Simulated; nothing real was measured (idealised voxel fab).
process module | voxel transistor to metal
cross-section cut | 180 nm wide | cells 5 nm
A cross-section is a grid of square cells, given in bands from the top down. A band is one or more rows of cells.
Each band's line starts with the height of the band's top and of its bottom, in nm. Then come its materials from left to right, each with its width in nm. One material with "throughout" fills the band from edge to edge. "air" is empty space.
Height 0 is the level under which the wafer as received is all one material. The lowest band goes on downwards, as in "0 down".
A width such as "30 to 40" changes by the same amount from each row of cells to the next, from the band's top row to its bottom row.
"no change" after a step means that no cell of the cross-section changed.
closed voids: empty space of 8 cells or more with no open way to the top, each as width x height at its distance from the left edge, in nm
after a step's settings: what the simulator itself notes on the step
overlay nm, on a step with a mask: how far to the right of its planned place the mask lay; to the left if negative
plan
1 op RECEIVE | material Si
2 op OXIDIZE | depth nm 5
3 op CONFORMAL_DEP | material SiN | thk nm 10
4 op MASKED_ETCH | tone cover | mask id ACTIVE | width nm 125 | etch materials SiN | depth nm 10 | overlay nm 0
5 op MASKED_ETCH | tone cover | mask id ACTIVE | width nm 125 | etch materials SiO2 | depth nm 5 | overlay nm 0
6 op MASKED_ETCH | tone cover | mask id ACTIVE | width nm 125 | etch materials Si | depth nm 20 | overlay nm 0
7 op OXIDIZE | depth nm 5
8 op FILL_DEP | material SiO2 | thk nm 15
9 op CMP | height nm 10
10 op SELECTIVE_ETCH | etch materials SiO2 | depth nm 5
11 op STRIP | etch materials SiN
12 op SELECTIVE_ETCH | etch materials SiO2 | depth nm 5
13 op OXIDIZE | depth nm 5
14 op DIRECTIONAL_DEP | material polySi | thk nm 25
15 op DIRECTIONAL_DEP | material SiCN | thk nm 10
16 op MASKED_ETCH | tone cover | mask id GATE | width nm 35 | etch materials SiCN | depth nm 20 | overlay nm 0
17 op MASKED_ETCH | tone cover | mask id GATE | width nm 35 | etch materials polySi | depth nm 35 | overlay nm 0
18 op CONFORMAL_DEP | material SiO2 | thk nm 5
19 op DIRECTIONAL_ETCH | etch materials SiO2 | depth nm 5
20 op CONFORMAL_DEP | material SiN | thk nm 5
21 op DIRECTIONAL_ETCH | etch materials SiN | depth nm 5
22 op DIRECTIONAL_ETCH | etch materials SiO2 | depth nm 5
23 op DIRECTIONAL_ETCH | etch materials Si | depth nm 10
24 op EPI | material SiGe | thk nm 15
25 op FILL_DEP | material SiO2 | thk nm 10
26 op CMP | height nm 20
27 op STRIP | etch materials polySi
28 op SELECTIVE_ETCH | etch materials SiO2 | depth nm 5
29 op CONFORMAL_DEP | material HfO2 | thk nm 5
30 op CONFORMAL_DEP | material TiN | thk nm 5
31 op FILL_DEP | material W | thk nm 10
32 op CMP | height nm 15
33 op DIRECTIONAL_DEP | material SiO2 | thk nm 15
34 op MASKED_ETCH | tone open | mask id CONTACT | width nm 20 | pitch nm 85 | etch materials SiO2 | depth nm 35 | overlay nm 0
35 op CONFORMAL_DEP | material TiN | thk nm 5
36 op FILL_DEP | material Ru | thk nm 5
37 op CMP | height nm 30
38 op CONFORMAL_DEP | material SiN | thk nm 5
39 op DIRECTIONAL_DEP | material lowk | thk nm 15
40 op DIRECTIONAL_DEP | material aC | thk nm 15
41 op PATTERN | tone open | mask id METAL_1 | material resist | width nm 20 | pitch nm 85 | thk nm 35 | overlay nm 0
42 op DIRECTIONAL_ETCH | etch materials aC | depth nm 15
43 op STRIP | etch materials resist
44 op DIRECTIONAL_ETCH | etch materials lowk | depth nm 15
45 op DIRECTIONAL_ETCH | etch materials SiN | depth nm 5
46 op STRIP | etch materials aC
47 op CONFORMAL_DEP | material TiN | thk nm 5
48 op FILL_DEP | material Ru | thk nm 5
49 op CMP | height nm 50
50 op CONFORMAL_DEP | material SiCN | thk nm 5
first wafer, as planned
as received, after step 1
  0 down: Si throughout
  closed voids: none
after step 2
  0 to -5: SiO2 throughout
  below -5: unchanged
after step 3
  10 to 0: SiN throughout
  below 0: unchanged
after step 4
  10 to 0: air 25 | SiN 125 | air 30
  below 0: unchanged
after step 5
  10 to 0: air 25 | SiN 125 | air 30
  0 to -5: air 25 | SiO2 125 | air 30
  below -5: unchanged
after step 6
  10 to 0: air 25 | SiN 125 | air 30
  0 to -5: air 25 | SiO2 125 | air 30
  -5 to -25: air 25 | Si 125 | air 30
  below -25: unchanged
after step 7
  10 to 0: air 25 | SiN 125 | air 30
  0 to -5: air 25 | SiO2 125 | air 30
  -5 to -25: air 25 | SiO2 5 | Si 115 | SiO2 5 | air 30
  -25 to -30: SiO2 30 | Si 115 | SiO2 35
  below -30: unchanged
after step 8
  25 to 10: SiO2 throughout
  10 to 0: SiO2 25 | SiN 125 | SiO2 30
  0 to -5: SiO2 throughout
  -5 to -30: SiO2 30 | Si 115 | SiO2 35
  below -30: unchanged
after step 9
  10 to 0: SiO2 25 | SiN 125 | SiO2 30
  below 0: unchanged
after step 10
  10 to 5: air 25 | SiN 125 | air 30
  below 5: unchanged
after step 11
  5 to 0: SiO2 25 | air 125 | SiO2 30
  below 0: unchanged
after step 12
  0 to -5: SiO2 20 | air 135 | SiO2 25
  below -5: unchanged
after step 13
  0 to -5: SiO2 20 | air 135 | SiO2 25
  -5 to -10: SiO2 throughout
  below -10: unchanged
after step 14
  25 to 20: polySi 20 | air 135 | polySi 25
  20 to 0: polySi throughout
  0 to -5: SiO2 20 | polySi 135 | SiO2 25
  below -5: unchanged
after step 15
  35 to 30: SiCN 20 | air 135 | SiCN 25
  30 to 25: SiCN throughout
  25 to 20: polySi 20 | SiCN 135 | polySi 25
  below 20: unchanged
after step 16
  30 to 25: air 70 | SiCN 35 | air 75
  25 to 20: polySi 20 | air 50 | SiCN 35 | air 50 | polySi 25
  below 20: unchanged
after step 17
  30 to 20: air 70 | SiCN 35 | air 75
  20 to 0: air 70 | polySi 35 | air 75
  0 to -5: SiO2 20 | air 50 | polySi 35 | air 50 | SiO2 25
  below -5: unchanged
after step 18
  35 to 30: air 65 | SiO2 45 | air 70
  30 to 20: air 65 | SiO2 5 | SiCN 35 | SiO2 5 | air 70
  20 to 5: air 65 | SiO2 5 | polySi 35 | SiO2 5 | air 70
  5 to 0: SiO2 25 | air 40 | SiO2 5 | polySi 35 | SiO2 5 | air 40 | SiO2 30
  0 to -5: SiO2 70 | polySi 35 | SiO2 75
  below -5: unchanged
after step 19
  30 to 20: air 65 | SiO2 5 | SiCN 35 | SiO2 5 | air 70
  20 to 0: air 65 | SiO2 5 | polySi 35 | SiO2 5 | air 70
  0 to -5: SiO2 25 | air 40 | SiO2 5 | polySi 35 | SiO2 5 | air 40 | SiO2 30
  below -5: unchanged
after step 20
  35 to 30: air 60 | SiN 55 | air 65
  30 to 20: air 60 | SiN 5 | SiO2 5 | SiCN 35 | SiO2 5 | SiN 5 | air 65
  20 to 5: air 60 | SiN 5 | SiO2 5 | polySi 35 | SiO2 5 | SiN 5 | air 65
  5 to 0: SiN 30 | air 30 | SiN 5 | SiO2 5 | polySi 35 | SiO2 5 | SiN 5 | air 30 | SiN 35
  0 to -5: SiO2 25 | SiN 40 | SiO2 5 | polySi 35 | SiO2 5 | SiN 40 | SiO2 30
  below -5: unchanged
after step 21
  30 to 20: air 60 | SiN 5 | SiO2 5 | SiCN 35 | SiO2 5 | SiN 5 | air 65
  20 to 0: air 60 | SiN 5 | SiO2 5 | polySi 35 | SiO2 5 | SiN 5 | air 65
  0 to -5: SiO2 25 | SiN 5 | air 30 | SiN 5 | SiO2 5 | polySi 35 | SiO2 5 | SiN 5 | air 30 | SiN 5 | SiO2 30
  below -5: unchanged
after step 22
  30 to 25: air 60 | SiN 5 | air 5 | SiCN 35 | air 5 | SiN 5 | air 65
  25 to 20: air 60 | SiN 5 | SiO2 5 | SiCN 35 | SiO2 5 | SiN 5 | air 65
  20 to 0: air 60 | SiN 5 | SiO2 5 | polySi 35 | SiO2 5 | SiN 5 | air 65
  0 to -5: air 25 | SiN 5 | air 30 | SiN 5 | SiO2 5 | polySi 35 | SiO2 5 | SiN 5 | air 30 | SiN 5 | air 30
  -5 to -10: SiO2 30 | air 30 | SiO2 55 | air 30 | SiO2 35
  below -10: unchanged
after step 23
  30 to 25: air 60 | SiN 5 | air 5 | SiCN 35 | air 5 | SiN 5 | air 65
  25 to 20: air 60 | SiN 5 | SiO2 5 | SiCN 35 | SiO2 5 | SiN 5 | air 65
  20 to 0: air 60 | SiN 5 | SiO2 5 | polySi 35 | SiO2 5 | SiN 5 | air 65
  0 to -5: air 25 | SiN 5 | air 30 | SiN 5 | SiO2 5 | polySi 35 | SiO2 5 | SiN 5 | air 30 | SiN 5 | air 30
  -5 to -10: SiO2 30 | air 30 | SiO2 55 | air 30 | SiO2 35
  -10 to -20: SiO2 30 | air 30 | Si 55 | air 30 | SiO2 35
  below -20: unchanged
after step 24
  30 to 25: air 60 | SiN 5 | air 5 | SiCN 35 | air 5 | SiN 5 | air 65
  25 to 20: air 60 | SiN 5 | SiO2 5 | SiCN 35 | SiO2 5 | SiN 5 | air 65
  20 to 5: air 60 | SiN 5 | SiO2 5 | polySi 35 | SiO2 5 | SiN 5 | air 65
  5 to 0: air 45 | SiGe 15 | SiN 5 | SiO2 5 | polySi 35 | SiO2 5 | SiN 5 | SiGe 15 | air 50
  0 to -5: air 25 | SiN 5 | air 15 | SiGe 15 | SiN 5 | SiO2 5 | polySi 35 | SiO2 5 | SiN 5 | SiGe 15 | air 15 | SiN 5 | air 30
  -5 to -10: SiO2 30 | SiGe 30 | SiO2 55 | SiGe 30 | SiO2 35
  -10 to -20: SiO2 30 | SiGe 30 | Si 55 | SiGe 30 | SiO2 35
  below -20: unchanged
after step 25
  40 to 30: SiO2 throughout
  30 to 20: SiO2 60 | SiN 5 | SiO2 5 | SiCN 35 | SiO2 5 | SiN 5 | SiO2 65
  20 to 5: SiO2 60 | SiN 5 | SiO2 5 | polySi 35 | SiO2 5 | SiN 5 | SiO2 65
  5 to 0: SiO2 45 | SiGe 15 | SiN 5 | SiO2 5 | polySi 35 | SiO2 5 | SiN 5 | SiGe 15 | SiO2 50
  0 to -5: SiO2 25 | SiN 5 | SiO2 15 | SiGe 15 | SiN 5 | SiO2 5 | polySi 35 | SiO2 5 | SiN 5 | SiGe 15 | SiO2 15 | SiN 5 | SiO2 30
  below -5: unchanged
after step 26
  20 to 5: SiO2 60 | SiN 5 | SiO2 5 | polySi 35 | SiO2 5 | SiN 5 | SiO2 65
  below 5: unchanged
after step 27
  20 to 5: SiO2 60 | SiN 5 | SiO2 5 | air 35 | SiO2 5 | SiN 5 | SiO2 65
  5 to 0: SiO2 45 | SiGe 15 | SiN 5 | SiO2 5 | air 35 | SiO2 5 | SiN 5 | SiGe 15 | SiO2 50
  0 to -5: SiO2 25 | SiN 5 | SiO2 15 | SiGe 15 | SiN 5 | SiO2 5 | air 35 | SiO2 5 | SiN 5 | SiGe 15 | SiO2 15 | SiN 5 | SiO2 30
  below -5: unchanged
after step 28
  20 to 15: air 60 | SiN 5 | air 45 | SiN 5 | air 65
  15 to 5: SiO2 60 | SiN 5 | air 45 | SiN 5 | SiO2 65
  5 to 0: SiO2 45 | SiGe 15 | SiN 5 | air 45 | SiN 5 | SiGe 15 | SiO2 50
  0 to -5: SiO2 25 | SiN 5 | SiO2 15 | SiGe 15 | SiN 5 | air 45 | SiN 5 | SiGe 15 | SiO2 15 | SiN 5 | SiO2 30
  -5 to -10: SiO2 30 | SiGe 30 | SiO2 5 | air 45 | SiO2 5 | SiGe 30 | SiO2 35
  below -10: unchanged
after step 29
  25 to 20: air 55 | HfO2 15 | air 35 | HfO2 15 | air 60
  20 to 15: HfO2 60 | SiN 5 | HfO2 5 | air 35 | HfO2 5 | SiN 5 | HfO2 65
  15 to 5: SiO2 60 | SiN 5 | HfO2 5 | air 35 | HfO2 5 | SiN 5 | SiO2 65
  5 to 0: SiO2 45 | SiGe 15 | SiN 5 | HfO2 5 | air 35 | HfO2 5 | SiN 5 | SiGe 15 | SiO2 50
  0 to -5: SiO2 25 | SiN 5 | SiO2 15 | SiGe 15 | SiN 5 | HfO2 5 | air 35 | HfO2 5 | SiN 5 | SiGe 15 | SiO2 15 | SiN 5 | SiO2 30
  -5 to -10: SiO2 30 | SiGe 30 | SiO2 5 | HfO2 45 | SiO2 5 | SiGe 30 | SiO2 35
  below -10: unchanged
after step 30
  30 to 25: air 50 | TiN 25 | air 25 | TiN 25 | air 55
  25 to 20: TiN 55 | HfO2 15 | TiN 5 | air 25 | TiN 5 | HfO2 15 | TiN 60
  20 to 15: HfO2 60 | SiN 5 | HfO2 5 | TiN 5 | air 25 | TiN 5 | HfO2 5 | SiN 5 | HfO2 65
  15 to 5: SiO2 60 | SiN 5 | HfO2 5 | TiN 5 | air 25 | TiN 5 | HfO2 5 | SiN 5 | SiO2 65
  5 to 0: SiO2 45 | SiGe 15 | SiN 5 | HfO2 5 | TiN 5 | air 25 | TiN 5 | HfO2 5 | SiN 5 | SiGe 15 | SiO2 50
  0 to -5: SiO2 25 | SiN 5 | SiO2 15 | SiGe 15 | SiN 5 | HfO2 5 | TiN 35 | HfO2 5 | SiN 5 | SiGe 15 | SiO2 15 | SiN 5 | SiO2 30
  below -5: unchanged
after step 31
  40 to 30: W throughout
  30 to 25: W 50 | TiN 25 | W 25 | TiN 25 | W 55
  25 to 20: TiN 55 | HfO2 15 | TiN 5 | W 25 | TiN 5 | HfO2 15 | TiN 60
  20 to 15: HfO2 60 | SiN 5 | HfO2 5 | TiN 5 | W 25 | TiN 5 | HfO2 5 | SiN 5 | HfO2 65
  15 to 5: SiO2 60 | SiN 5 | HfO2 5 | TiN 5 | W 25 | TiN 5 | HfO2 5 | SiN 5 | SiO2 65
  5 to 0: SiO2 45 | SiGe 15 | SiN 5 | HfO2 5 | TiN 5 | W 25 | TiN 5 | HfO2 5 | SiN 5 | SiGe 15 | SiO2 50
  below 0: unchanged
after step 32
  15 to 5: SiO2 60 | SiN 5 | HfO2 5 | TiN 5 | W 25 | TiN 5 | HfO2 5 | SiN 5 | SiO2 65
  below 5: unchanged
after step 33
  30 to 15: SiO2 throughout
  below 15: unchanged
after step 34
  30 to 15: SiO2 35 | air 20 | SiO2 65 | air 20 | SiO2 40
  15 to 5: SiO2 35 | air 20 | SiO2 5 | SiN 5 | HfO2 5 | TiN 5 | W 25 | TiN 5 | HfO2 5 | SiN 5 | SiO2 5 | air 20 | SiO2 40
  5 to 0: SiO2 35 | air 10 | SiGe 15 | SiN 5 | HfO2 5 | TiN 5 | W 25 | TiN 5 | HfO2 5 | SiN 5 | SiGe 15 | air 10 | SiO2 40
  0 to -5: SiO2 25 | SiN 5 | SiO2 5 | air 10 | SiGe 15 | SiN 5 | HfO2 5 | TiN 35 | HfO2 5 | SiN 5 | SiGe 15 | air 10 | SiO2 5 | SiN 5 | SiO2 30
  below -5: unchanged
after step 35
  35 to 30: TiN 40 | air 10 | TiN 75 | air 10 | TiN 45
  30 to 15: SiO2 35 | TiN 5 | air 10 | TiN 5 | SiO2 65 | TiN 5 | air 10 | TiN 5 | SiO2 40
  15 to 10: SiO2 35 | TiN 5 | air 10 | TiN 5 | SiO2 5 | SiN 5 | HfO2 5 | TiN 5 | W 25 | TiN 5 | HfO2 5 | SiN 5 | SiO2 5 | TiN 5 | air 10 | TiN 5 | SiO2 40
  10 to 5: SiO2 35 | TiN 20 | SiO2 5 | SiN 5 | HfO2 5 | TiN 5 | W 25 | TiN 5 | HfO2 5 | SiN 5 | SiO2 5 | TiN 20 | SiO2 40
  5 to 0: SiO2 35 | TiN 10 | SiGe 15 | SiN 5 | HfO2 5 | TiN 5 | W 25 | TiN 5 | HfO2 5 | SiN 5 | SiGe 15 | TiN 10 | SiO2 40
  0 to -5: SiO2 25 | SiN 5 | SiO2 5 | TiN 10 | SiGe 15 | SiN 5 | HfO2 5 | TiN 35 | HfO2 5 | SiN 5 | SiGe 15 | TiN 10 | SiO2 5 | SiN 5 | SiO2 30
  below -5: unchanged
after step 36
  40 to 35: Ru throughout
  35 to 30: TiN 40 | Ru 10 | TiN 75 | Ru 10 | TiN 45
  30 to 15: SiO2 35 | TiN 5 | Ru 10 | TiN 5 | SiO2 65 | TiN 5 | Ru 10 | TiN 5 | SiO2 40
  15 to 10: SiO2 35 | TiN 5 | Ru 10 | TiN 5 | SiO2 5 | SiN 5 | HfO2 5 | TiN 5 | W 25 | TiN 5 | HfO2 5 | SiN 5 | SiO2 5 | TiN 5 | Ru 10 | TiN 5 | SiO2 40
  below 10: unchanged
after step 37
  30 to 15: SiO2 35 | TiN 5 | Ru 10 | TiN 5 | SiO2 65 | TiN 5 | Ru 10 | TiN 5 | SiO2 40
  below 15: unchanged
after step 38
  35 to 30: SiN throughout
  below 30: unchanged
after step 39
  50 to 35: lowk throughout
  below 35: unchanged
after step 40
  65 to 50: aC throughout
  below 50: unchanged
after step 41
  100 to 65: resist 35 | air 20 | resist 65 | air 20 | resist 40
  below 65: unchanged
after step 42
  85 to 65: resist 35 | air 20 | resist 65 | air 20 | resist 40
  65 to 50: aC 35 | air 20 | aC 65 | air 20 | aC 40
  below 50: unchanged
after step 43
  65 to 50: aC 35 | air 20 | aC 65 | air 20 | aC 40
  below 50: unchanged
after step 44
  65 to 50: aC 35 | air 20 | aC 65 | air 20 | aC 40
  50 to 35: lowk 35 | air 20 | lowk 65 | air 20 | lowk 40
  below 35: unchanged
after step 45
  65 to 50: aC 35 | air 20 | aC 65 | air 20 | aC 40
  50 to 35: lowk 35 | air 20 | lowk 65 | air 20 | lowk 40
  35 to 30: SiN 35 | air 20 | SiN 65 | air 20 | SiN 40
  below 30: unchanged
after step 46
  50 to 35: lowk 35 | air 20 | lowk 65 | air 20 | lowk 40
  below 35: unchanged
after step 47
  55 to 50: TiN 40 | air 10 | TiN 75 | air 10 | TiN 45
  50 to 35: lowk 35 | TiN 5 | air 10 | TiN 5 | lowk 65 | TiN 5 | air 10 | TiN 5 | lowk 40
  35 to 30: SiN 35 | TiN 20 | SiN 65 | TiN 20 | SiN 40
  below 30: unchanged
after step 48
  60 to 55: Ru throughout
  55 to 50: TiN 40 | Ru 10 | TiN 75 | Ru 10 | TiN 45
  50 to 35: lowk 35 | TiN 5 | Ru 10 | TiN 5 | lowk 65 | TiN 5 | Ru 10 | TiN 5 | lowk 40
  below 35: unchanged
after step 49
  50 to 35: lowk 35 | TiN 5 | Ru 10 | TiN 5 | lowk 65 | TiN 5 | Ru 10 | TiN 5 | lowk 40
  below 35: unchanged
after step 50
  55 to 50: SiCN throughout
  below 50: unchanged
second wafer: like start, like plan, one mistake. Through step 8 it matches the first wafer
when step 9 should have ended
  20 to 10: SiO2 throughout
  below 10: unchanged
when step 10 should have ended
  15 to 10: SiO2 throughout
  below 10: unchanged
when step 11 should have ended: no change
when step 12 should have ended
  10 to 0: SiO2 25 | SiN 125 | SiO2 30
  below 0: unchanged
when step 13 should have ended: no change
when step 14 should have ended
  35 to 10: polySi throughout
  below 10: unchanged
when step 15 should have ended
  45 to 35: SiCN throughout
  below 35: unchanged
when step 16 should have ended
  45 to 35: air 70 | SiCN 35 | air 75
  below 35: unchanged
when step 17 should have ended
  45 to 35: air 70 | SiCN 35 | air 75
  35 to 10: air 70 | polySi 35 | air 75
  below 10: unchanged
when step 18 should have ended
  50 to 45: air 65 | SiO2 45 | air 70
  45 to 35: air 65 | SiO2 5 | SiCN 35 | SiO2 5 | air 70
  35 to 15: air 65 | SiO2 5 | polySi 35 | SiO2 5 | air 70
  15 to 10: SiO2 70 | polySi 35 | SiO2 75
  below 10: unchanged
when step 19 should have ended
  45 to 35: air 65 | SiO2 5 | SiCN 35 | SiO2 5 | air 70
  35 to 10: air 65 | SiO2 5 | polySi 35 | SiO2 5 | air 70
  below 10: unchanged
when step 20 should have ended
  50 to 45: air 60 | SiN 55 | air 65
  45 to 35: air 60 | SiN 5 | SiO2 5 | SiCN 35 | SiO2 5 | SiN 5 | air 65
  35 to 15: air 60 | SiN 5 | SiO2 5 | polySi 35 | SiO2 5 | SiN 5 | air 65
  15 to 10: SiN 65 | SiO2 5 | polySi 35 | SiO2 5 | SiN 70
  below 10: unchanged
when step 21 should have ended
  45 to 35: air 60 | SiN 5 | SiO2 5 | SiCN 35 | SiO2 5 | SiN 5 | air 65
  35 to 10: air 60 | SiN 5 | SiO2 5 | polySi 35 | SiO2 5 | SiN 5 | air 65
  below 10: unchanged
when step 22 should have ended
  45 to 40: air 60 | SiN 5 | air 5 | SiCN 35 | air 5 | SiN 5 | air 65
  40 to 35: air 60 | SiN 5 | SiO2 5 | SiCN 35 | SiO2 5 | SiN 5 | air 65
  35 to 10: air 60 | SiN 5 | SiO2 5 | polySi 35 | SiO2 5 | SiN 5 | air 65
  10 to 5: air 25 | SiN 125 | air 30
  below 5: unchanged
when step 23 should have ended: no change
when step 24 should have ended: no change
when step 25 should have ended
  55 to 45: SiO2 throughout
  45 to 35: SiO2 60 | SiN 5 | SiO2 5 | SiCN 35 | SiO2 5 | SiN 5 | SiO2 65
  35 to 10: SiO2 60 | SiN 5 | SiO2 5 | polySi 35 | SiO2 5 | SiN 5 | SiO2 65
  10 to 0: SiO2 25 | SiN 125 | SiO2 30
  below 0: unchanged
when step 26 should have ended
  20 to 10: SiO2 60 | SiN 5 | SiO2 5 | polySi 35 | SiO2 5 | SiN 5 | SiO2 65
  below 10: unchanged
when step 27 should have ended
  20 to 10: SiO2 60 | SiN 5 | SiO2 5 | air 35 | SiO2 5 | SiN 5 | SiO2 65
  below 10: unchanged
when step 28 should have ended
  20 to 15: air 60 | SiN 5 | air 45 | SiN 5 | air 65
  15 to 10: SiO2 60 | SiN 5 | air 45 | SiN 5 | SiO2 65
  below 10: unchanged
when step 29 should have ended
  25 to 20: air 55 | HfO2 15 | air 35 | HfO2 15 | air 60
  20 to 15: HfO2 60 | SiN 5 | HfO2 5 | air 35 | HfO2 5 | SiN 5 | HfO2 65
  15 to 10: SiO2 60 | SiN 5 | HfO2 45 | SiN 5 | SiO2 65
  below 10: unchanged
when step 30 should have ended
  30 to 25: air 50 | TiN 25 | air 25 | TiN 25 | air 55
  25 to 20: TiN 55 | HfO2 15 | TiN 5 | air 25 | TiN 5 | HfO2 15 | TiN 60
  20 to 15: HfO2 60 | SiN 5 | HfO2 5 | TiN 35 | HfO2 5 | SiN 5 | HfO2 65
  below 15: unchanged
when step 31 should have ended
  40 to 30: W throughout
  30 to 25: W 50 | TiN 25 | W 25 | TiN 25 | W 55
  25 to 20: TiN 55 | HfO2 15 | TiN 5 | W 25 | TiN 5 | HfO2 15 | TiN 60
  below 20: unchanged
when step 32 should have ended
  15 to 10: SiO2 60 | SiN 5 | HfO2 45 | SiN 5 | SiO2 65
  below 10: unchanged
when step 33 should have ended
  30 to 15: SiO2 throughout
  below 15: unchanged
when step 34 should have ended
  30 to 15: SiO2 35 | air 20 | SiO2 65 | air 20 | SiO2 40
  15 to 10: SiO2 35 | air 20 | SiO2 5 | SiN 5 | HfO2 45 | SiN 5 | SiO2 5 | air 20 | SiO2 40
  below 10: unchanged
when step 35 should have ended
  35 to 30: TiN 40 | air 10 | TiN 75 | air 10 | TiN 45
  30 to 15: SiO2 35 | TiN 5 | air 10 | TiN 5 | SiO2 65 | TiN 5 | air 10 | TiN 5 | SiO2 40
  15 to 10: SiO2 35 | TiN 20 | SiO2 5 | SiN 5 | HfO2 45 | SiN 5 | SiO2 5 | TiN 20 | SiO2 40
  below 10: unchanged
when step 36 should have ended
  40 to 35: Ru throughout
  35 to 30: TiN 40 | Ru 10 | TiN 75 | Ru 10 | TiN 45
  30 to 15: SiO2 35 | TiN 5 | Ru 10 | TiN 5 | SiO2 65 | TiN 5 | Ru 10 | TiN 5 | SiO2 40
  below 15: unchanged
when step 37 should have ended
  30 to 15: SiO2 35 | TiN 5 | Ru 10 | TiN 5 | SiO2 65 | TiN 5 | Ru 10 | TiN 5 | SiO2 40
  below 15: unchanged
when step 38 should have ended
  35 to 30: SiN throughout
  below 30: unchanged
when step 39 should have ended
  50 to 35: lowk throughout
  below 35: unchanged
when step 40 should have ended
  65 to 50: aC throughout
  below 50: unchanged
when step 41 should have ended
  100 to 65: resist 35 | air 20 | resist 65 | air 20 | resist 40
  below 65: unchanged
when step 42 should have ended
  85 to 65: resist 35 | air 20 | resist 65 | air 20 | resist 40
  65 to 50: aC 35 | air 20 | aC 65 | air 20 | aC 40
  below 50: unchanged
when step 43 should have ended
  65 to 50: aC 35 | air 20 | aC 65 | air 20 | aC 40
  below 50: unchanged
when step 44 should have ended
  65 to 50: aC 35 | air 20 | aC 65 | air 20 | aC 40
  50 to 35: lowk 35 | air 20 | lowk 65 | air 20 | lowk 40
  below 35: unchanged
when step 45 should have ended
  65 to 50: aC 35 | air 20 | aC 65 | air 20 | aC 40
  50 to 35: lowk 35 | air 20 | lowk 65 | air 20 | lowk 40
  35 to 30: SiN 35 | air 20 | SiN 65 | air 20 | SiN 40
  below 30: unchanged
when step 46 should have ended
  50 to 35: lowk 35 | air 20 | lowk 65 | air 20 | lowk 40
  below 35: unchanged
when step 47 should have ended
  55 to 50: TiN 40 | air 10 | TiN 75 | air 10 | TiN 45
  50 to 35: lowk 35 | TiN 5 | air 10 | TiN 5 | lowk 65 | TiN 5 | air 10 | TiN 5 | lowk 40
  35 to 30: SiN 35 | TiN 20 | SiN 65 | TiN 20 | SiN 40
  below 30: unchanged
when step 48 should have ended
  60 to 55: Ru throughout
  55 to 50: TiN 40 | Ru 10 | TiN 75 | Ru 10 | TiN 45
  50 to 35: lowk 35 | TiN 5 | Ru 10 | TiN 5 | lowk 65 | TiN 5 | Ru 10 | TiN 5 | lowk 40
  below 35: unchanged
when step 49 should have ended
  50 to 35: lowk 35 | TiN 5 | Ru 10 | TiN 5 | lowk 65 | TiN 5 | Ru 10 | TiN 5 | lowk 40
  below 35: unchanged
when step 50 should have ended
  55 to 50: SiCN throughout
  below 50: unchanged
what went wrong: step 9 ran as: op CMP | height nm 20
at the end the second wafer has, in cells: 8 fewer of HfO2 | 4 fewer of Ru | 47 more of Si | 48 fewer of SiGe | 42 more of SiN | 11 more of SiO2 | 25 fewer of TiN | 15 fewer of W
